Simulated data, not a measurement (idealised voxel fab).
voxel ribs on slabs: a process module
Square cells of 5 nm make up the cross-section cut, whose width is 290 nm.
Reading order for cross-sections: top band down to bottom band. Underlying form: a grid of square cells. Band size: one or more rows of cells. What a band's entry tells you: where the top is and where the bottom is, as heights in nm, and after that what lies inside, material by material from left to right, each with its width in nm. Empty space is written as the word "empty", and a single material marked with the word "everywhere" occupies the band from edge to edge. Heights are reckoned from 0. Under this level, the received wafer is all of one material. The bottommost band is open-ended downward, for example "0..down". Top row gets the first number, bottom row gets the second, and each row in between changes by the same step: that is how a band width like "30 to 40" works. "remained the same" after a step means that no cell of the cross-section changed. Empty spaces without an open route to the top, at least 8 cells in extent, make up the entry "Enclosed void inventory"; each is given as width x height at distance, where the distance is measured from the left edge, and all are in nm. Past the settings on a step's line: simulator remark, on that step. A step's line can hold "overlay nm"; with a mask on that step, the setting says how far right of the planned place the mask lay, while a negative setting says it lay to the left.

-- So here's the lineup of process steps we planned
1: RECEIVE, material Si
2: DIRECTIONAL_DEP, material SiO2, thk nm 30
3: DIRECTIONAL_DEP, material SiN, thk nm 15
4: MASKED_ETCH, tone cover, mask id RIB, width nm 25, etch materials SiN, depth nm 10, overlay nm 0
5: MASKED_ETCH, tone cover, mask id SLAB, width nm 65, etch materials SiN, depth nm 5, overlay nm 0
6: FILL_DEP, material SiO2, thk nm 15
7: CMP, height nm 55
8: DIRECTIONAL_DEP, material TiN, thk nm 10
9: DIRECTIONAL_DEP, material aC, thk nm 10
10: PATTERN, tone cover, mask id HEATER, material resist, width nm 35, thk nm 25, overlay nm 0
11: DIRECTIONAL_ETCH, etch materials aC, depth nm 10
12: STRIP, etch materials resist
13: DIRECTIONAL_ETCH, etch materials TiN, depth nm 10
14: STRIP, etch materials aC
15: CONFORMAL_DEP, material SiO2, thk nm 5

-- Run as planned: first of two wafers

-- Cross-section of the wafer as it came to us, i.e., already through step 1
  0..down  Si everywhere
  Enclosed void inventory: none

-- Upon completion of step 2, the wafer appears in cross-section as shown
  30..0  SiO2 everywhere
  Unchanged below 0.

-- Upon completion of step 3, the wafer appears in cross-section as shown
  45..30  SiN everywhere
  Unchanged below 30.

-- Upon completion of step 4, the wafer appears in cross-section as shown
  45..35  130 empty, 25 SiN, 135 empty
  Unchanged below 35.

-- Upon completion of step 5, the wafer appears in cross-section as shown
  45..35  130 empty, 25 SiN, 135 empty
  35..30  110 empty, 65 SiN, 115 empty
  Unchanged below 30.

-- Upon completion of step 6, the wafer appears in cross-section as shown
  60..45  SiO2 everywhere
  45..35  130 SiO2, 25 SiN, 135 SiO2
  35..30  110 SiO2, 65 SiN, 115 SiO2
  Unchanged below 30.

-- Upon completion of step 7, the wafer appears in cross-section as shown
  55..45  SiO2 everywhere
  Unchanged below 45.

-- Upon completion of step 8, the wafer appears in cross-section as shown
  65..55  TiN everywhere
  Unchanged below 55.

-- Upon completion of step 9, the wafer appears in cross-section as shown
  75..65  aC everywhere
  Unchanged below 65.

-- Upon completion of step 10, the wafer appears in cross-section as shown
  100..75  125 empty, 35 resist, 130 empty
  Unchanged below 75.

-- Upon completion of step 11, the wafer appears in cross-section as shown
  90..75  125 empty, 35 resist, 130 empty
  75..65  125 empty, 35 aC, 130 empty
  Unchanged below 65.

-- Upon completion of step 12, the wafer appears in cross-section as shown
  75..65  125 empty, 35 aC, 130 empty
  Unchanged below 65.

-- Upon completion of step 13, the wafer appears in cross-section as shown
  75..65  125 empty, 35 aC, 130 empty
  65..55  125 empty, 35 TiN, 130 empty
  Unchanged below 55.

-- Upon completion of step 14, the wafer appears in cross-section as shown
  65..55  125 empty, 35 TiN, 130 empty
  Unchanged below 55.

-- Upon completion of step 15, the wafer appears in cross-section as shown
  70..65  120 empty, 45 SiO2, 125 empty
  65..60  120 empty, 5 SiO2, 35 TiN, 5 SiO2, 125 empty
  60..55  125 SiO2, 35 TiN, 130 SiO2
  Unchanged below 55.

-- Wafer two. Same start, same plan, one slip in execution. Same as wafer one through step 1, inclusive

-- Here is the second wafer in cross-section at the point where step 2 of the plan should have been done
  15..0  SiN everywhere
  Unchanged below 0.

-- Here is the second wafer in cross-section at the point where step 3 of the plan should have been done
  45..15  SiO2 everywhere
  Unchanged below 15.

Here is the second wafer in cross-section at the point where step 4 of the plan should have been done: remained the same

Here is the second wafer in cross-section at the point where step 5 of the plan should have been done: remained the same

-- Here is the second wafer in cross-section at the point where step 6 of the plan should have been done
  60..15  SiO2 everywhere
  Unchanged below 15.

-- Here is the second wafer in cross-section at the point where step 7 of the plan should have been done
  55..15  SiO2 everywhere
  Unchanged below 15.

-- Here is the second wafer in cross-section at the point where step 8 of the plan should have been done
  65..55  TiN everywhere
  Unchanged below 55.

-- Here is the second wafer in cross-section at the point where step 9 of the plan should have been done
  75..65  aC everywhere
  Unchanged below 65.

-- Here is the second wafer in cross-section at the point where step 10 of the plan should have been done
  100..75  125 empty, 35 resist, 130 empty
  Unchanged below 75.

-- Here is the second wafer in cross-section at the point where step 11 of the plan should have been done
  90..75  125 empty, 35 resist, 130 empty
  75..65  125 empty, 35 aC, 130 empty
  Unchanged below 65.

-- Here is the second wafer in cross-section at the point where step 12 of the plan should have been done
  75..65  125 empty, 35 aC, 130 empty
  Unchanged below 65.

-- Here is the second wafer in cross-section at the point where step 13 of the plan should have been done
  75..65  125 empty, 35 aC, 130 empty
  65..55  125 empty, 35 TiN, 130 empty
  Unchanged below 55.

-- Here is the second wafer in cross-section at the point where step 14 of the plan should have been done
  65..55  125 empty, 35 TiN, 130 empty
  Unchanged below 55.

-- Here is the second wafer in cross-section at the point where step 15 of the plan should have been done
  70..65  120 empty, 45 SiO2, 125 empty
  65..60  120 empty, 5 SiO2, 35 TiN, 5 SiO2, 125 empty
  60..55  125 SiO2, 35 TiN, 130 SiO2
  Unchanged below 55.
It is concluded that the wafer was processed incorrectly with respect to the plan, in that step 2 ran in the slot meant for step 3, and vice versa
at the end the second wafer has, in cells: 151 more of SiN; 151 fewer of SiO2
